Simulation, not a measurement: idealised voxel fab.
voxel double patterning: a process module
Shown is cross-section cut, with a width of 255 nm and square cells of size 5 nm.
Think of the cross-section as a grid of square cells. We describe it in bands, top to bottom, and each band covers one or more rows of those cells. Top, bottom (nm), then materials left to right with widths (nm); lone material tagged "throughout" fills the whole band edge to edge; "blank" = empty space. Beneath 0, the wafer as received is one material, and that level is where height counting begins. The lowest band goes on downward without a bottom; it is written like "0..down". Width: "30 to 40" (first number = top row, second number = bottom row, same change from row to row of cells). When a step is marked "identical to before", none of the cells in the cross-section changed during that step. "Closed internal cavities": sealed empty spaces, 8 cells or more, no open way to top, listed width x height at distance, with distance from the left edge and width, height and distance in nm. Text after the settings on a step's line: the simulator's own remark on that step. Regarding "overlay nm": on a step with a mask, it is the distance the mask lay to the right of its planned place; a negative value places it to the left.

### These are the steps we planned for the process
step 1: RECEIVE [material Si]
step 2: CONFORMAL_DEP [material SiO2] [thk nm 5]
step 3: DIRECTIONAL_DEP [material W] [thk nm 15]
step 4: DIRECTIONAL_DEP [material SiCN] [thk nm 10]
step 5: DIRECTIONAL_DEP [material aC] [thk nm 15]
step 6: PATTERN [tone open] [mask id FIRST] [material resist] [width nm 15] [pitch nm 50] [thk nm 30] [overlay nm 0]
step 7: DIRECTIONAL_ETCH [etch materials aC] [depth nm 15]
step 8: STRIP [etch materials resist]
step 9: DIRECTIONAL_ETCH [etch materials SiCN] [depth nm 10]
step 10: STRIP [etch materials aC]
step 11: PATTERN [tone open] [mask id SECOND] [material resist] [width nm 15] [thk nm 20] [overlay nm 0]
step 12: DIRECTIONAL_ETCH [etch materials SiCN] [depth nm 10]
step 13: STRIP [etch materials resist]
step 14: DIRECTIONAL_ETCH [etch materials W] [depth nm 15]
step 15: STRIP [etch materials SiCN]

### First of two wafers, processed according to plan

### Cross-section of the wafer upon arrival, representing the state reached after step 1
> 0..down  Si throughout
> Closed internal cavities: none

### Upon completion of step 2, the wafer appears in cross-section as shown
> 5..0  SiO2 throughout
> below 0: unchanged

### Upon completion of step 3, the wafer appears in cross-section as shown
> 20..5  W throughout
> below 5: unchanged

### Upon completion of step 4, the wafer appears in cross-section as shown
> 30..20  SiCN throughout
> below 20: unchanged

### Upon completion of step 5, the wafer appears in cross-section as shown
> 45..30  aC throughout
> below 30: unchanged

### Upon completion of step 6, the wafer appears in cross-section as shown
> 75..45  95 nm resist / 15 nm blank / 35 nm resist / 15 nm blank / 95 nm resist
> below 45: unchanged

### Upon completion of step 7, the wafer appears in cross-section as shown
> 60..45  95 nm resist / 15 nm blank / 35 nm resist / 15 nm blank / 95 nm resist
> 45..30  95 nm aC / 15 nm blank / 35 nm aC / 15 nm blank / 95 nm aC
> below 30: unchanged

### Upon completion of step 8, the wafer appears in cross-section as shown
> 45..30  95 nm aC / 15 nm blank / 35 nm aC / 15 nm blank / 95 nm aC
> below 30: unchanged

### Upon completion of step 9, the wafer appears in cross-section as shown
> 45..30  95 nm aC / 15 nm blank / 35 nm aC / 15 nm blank / 95 nm aC
> 30..20  95 nm SiCN / 15 nm blank / 35 nm SiCN / 15 nm blank / 95 nm SiCN
> below 20: unchanged

### Upon completion of step 10, the wafer appears in cross-section as shown
> 30..20  95 nm SiCN / 15 nm blank / 35 nm SiCN / 15 nm blank / 95 nm SiCN
> below 20: unchanged

### Upon completion of step 11, the wafer appears in cross-section as shown
> 50..30  120 nm resist / 15 nm blank / 120 nm resist
> 30..20  95 nm SiCN / 15 nm resist / 35 nm SiCN / 15 nm resist / 95 nm SiCN
> below 20: unchanged

### Upon completion of step 12, the wafer appears in cross-section as shown
> 50..30  120 nm resist / 15 nm blank / 120 nm resist
> 30..20  95 nm SiCN / 15 nm resist / 10 nm SiCN / 15 nm blank / 10 nm SiCN / 15 nm resist / 95 nm SiCN
> below 20: unchanged

### Upon completion of step 13, the wafer appears in cross-section as shown
> 30..20  95 nm SiCN / 15 nm blank / 10 nm SiCN / 15 nm blank / 10 nm SiCN / 15 nm blank / 95 nm SiCN
> below 20: unchanged

### Upon completion of step 14, the wafer appears in cross-section as shown
> 30..20  95 nm SiCN / 15 nm blank / 10 nm SiCN / 15 nm blank / 10 nm SiCN / 15 nm blank / 95 nm SiCN
> 20..5  95 nm W / 15 nm blank / 10 nm W / 15 nm blank / 10 nm W / 15 nm blank / 95 nm W
> below 5: unchanged

### Upon completion of step 15, the wafer appears in cross-section as shown
> 20..5  95 nm W / 15 nm blank / 10 nm W / 15 nm blank / 10 nm W / 15 nm blank / 95 nm W
> below 5: unchanged

### Okay, second wafer. Nothing different at the start, nothing different in the plan, just one mistake somewhere in the running. As far as step 1, counting that step, it's the first wafer all over again

Look at the second wafer in cross-section at the time step 2 ought to have finished: identical to before

### Look at the second wafer in cross-section at the time step 3 ought to have finished
> 15..0  W throughout
> below 0: unchanged

### Look at the second wafer in cross-section at the time step 4 ought to have finished
> 25..15  SiCN throughout
> below 15: unchanged

### Look at the second wafer in cross-section at the time step 5 ought to have finished
> 40..25  aC throughout
> below 25: unchanged

### Look at the second wafer in cross-section at the time step 6 ought to have finished
> 70..40  95 nm resist / 15 nm blank / 35 nm resist / 15 nm blank / 95 nm resist
> below 40: unchanged

### Look at the second wafer in cross-section at the time step 7 ought to have finished
> 55..40  95 nm resist / 15 nm blank / 35 nm resist / 15 nm blank / 95 nm resist
> 40..25  95 nm aC / 15 nm blank / 35 nm aC / 15 nm blank / 95 nm aC
> below 25: unchanged

### Look at the second wafer in cross-section at the time step 8 ought to have finished
> 40..25  95 nm aC / 15 nm blank / 35 nm aC / 15 nm blank / 95 nm aC
> below 25: unchanged

### Look at the second wafer in cross-section at the time step 9 ought to have finished
> 40..25  95 nm aC / 15 nm blank / 35 nm aC / 15 nm blank / 95 nm aC
> 25..15  95 nm SiCN / 15 nm blank / 35 nm SiCN / 15 nm blank / 95 nm SiCN
> below 15: unchanged

### Look at the second wafer in cross-section at the time step 10 ought to have finished
> 25..15  95 nm SiCN / 15 nm blank / 35 nm SiCN / 15 nm blank / 95 nm SiCN
> below 15: unchanged

### Look at the second wafer in cross-section at the time step 11 ought to have finished
> 45..25  120 nm resist / 15 nm blank / 120 nm resist
> 25..15  95 nm SiCN / 15 nm resist / 35 nm SiCN / 15 nm resist / 95 nm SiCN
> below 15: unchanged

### Look at the second wafer in cross-section at the time step 12 ought to have finished
> 45..25  120 nm resist / 15 nm blank / 120 nm resist
> 25..15  95 nm SiCN / 15 nm resist / 10 nm SiCN / 15 nm blank / 10 nm SiCN / 15 nm resist / 95 nm SiCN
> below 15: unchanged

### Look at the second wafer in cross-section at the time step 13 ought to have finished
> 25..15  95 nm SiCN / 15 nm blank / 10 nm SiCN / 15 nm blank / 10 nm SiCN / 15 nm blank / 95 nm SiCN
> below 15: unchanged

### Look at the second wafer in cross-section at the time step 14 ought to have finished
> 25..15  95 nm SiCN / 15 nm blank / 10 nm SiCN / 15 nm blank / 10 nm SiCN / 15 nm blank / 95 nm SiCN
> 15..0  95 nm W / 15 nm blank / 10 nm W / 15 nm blank / 10 nm W / 15 nm blank / 95 nm W
> below 0: unchanged

### Look at the second wafer in cross-section at the time step 15 ought to have finished
> 15..0  95 nm W / 15 nm blank / 10 nm W / 15 nm blank / 10 nm W / 15 nm blank / 95 nm W
> below 0: unchanged
What broke from the plan during processing? plan step 2 never ran because it was skipped
Bottom line after processing is that, in cells, the second wafer is up or down on some materials versus the first: SiO2: 51 fewer
